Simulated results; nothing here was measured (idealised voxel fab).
A process module follows: voxel ribs on slabs.
The cross-section shown here is cut; it is 285 nm wide and divided into square cells measuring 5 nm on a side.
A cross-section in this document is a grid of square cells, and it is written down as bands, the top band listed before the ones below it; a band is made up of one or more rows of cells.
Quick guide to a band line: top height, bottom height (nm) up front; then every material left to right with its width in nm. Only one material and it's marked "edge to edge"? Then it fills the band edge to edge. And "blank" just means empty space.
All heights in this document are referenced to 0, defined as the level beneath which the wafer, as received, consists entirely of one material. The lowest band is not bounded below; it extends indefinitely downward and is written in the form "top 0, no bottom".
A two-number width, for instance "30..40", indicates that the width is equal to the first number in the top row of the band and to the second number in the bottom row, and that it changes by a constant amount per row of cells.
Step note "nothing altered" = no cross-section cell changed.
Any empty space of 8 cells or more lacking an open way to the top shows up in "Voids lacking openings" as width x height at distance, distance from the left edge, in nm.
Whatever follows a step's settings on its line is a remark the simulator itself makes about that step.
"overlay nm" denotes, for a step that has a mask, the displacement of the mask to the right of its planned place, with negative values corresponding to the left.

## Process steps - plan
1: op RECEIVE | material Si
2: op DIRECTIONAL_DEP | material SiO2 | thk nm 30
3: op DIRECTIONAL_DEP | material SiN | thk nm 20
4: op DIRECTIONAL_DEP | material aC | thk nm 15
5: op PATTERN | tone cover | mask id RIB | material resist | width nm 30 | thk nm 30 | overlay nm 0
6: op DIRECTIONAL_ETCH | etch materials aC | depth nm 15
7: op STRIP | etch materials resist
8: op DIRECTIONAL_ETCH | etch materials SiN | depth nm 5
9: op STRIP | etch materials aC
10: op DIRECTIONAL_DEP | material aC | thk nm 15
11: op PATTERN | tone cover | mask id SLAB | material resist | width nm 60 | thk nm 35 | overlay nm 0
12: op DIRECTIONAL_ETCH | etch materials aC | depth nm 15
13: op STRIP | etch materials resist
14: op DIRECTIONAL_ETCH | etch materials SiN | depth nm 15
15: op STRIP | etch materials aC
16: op FILL_DEP | material SiO2 | thk nm 25
17: op CMP | height nm 65
18: op DIRECTIONAL_DEP | material W | thk nm 10
19: op PATTERN | tone cover | mask id HEATER | material resist | width nm 40 | thk nm 20 | overlay nm 0
20: op DIRECTIONAL_ETCH | etch materials W | depth nm 10
21: op STRIP | etch materials resist
22: op CONFORMAL_DEP | material SiN | thk nm 10

## Incoming wafer, cross-sectional view, post step 1
top 0, no bottom  Si edge to edge
Voids lacking openings: none

## Cross-sectional result after module completion. Note: starting condition and plan are unchanged from above; one processing mistake was made
top 85, bottom 75  blank 110, SiN 60, blank 115
top 75, bottom 65  SiN 120, W 40, SiN 125
top 65, bottom 30  SiN edge to edge
top 30, bottom 0  SiO2 edge to edge
top 0, no bottom  Si edge to edge
Voids lacking openings: none
Heads up, the wafer didn't run the way we planned it: step 16 was not run as planned; what actually ran was op FILL_DEP | material SiN | thk nm 25
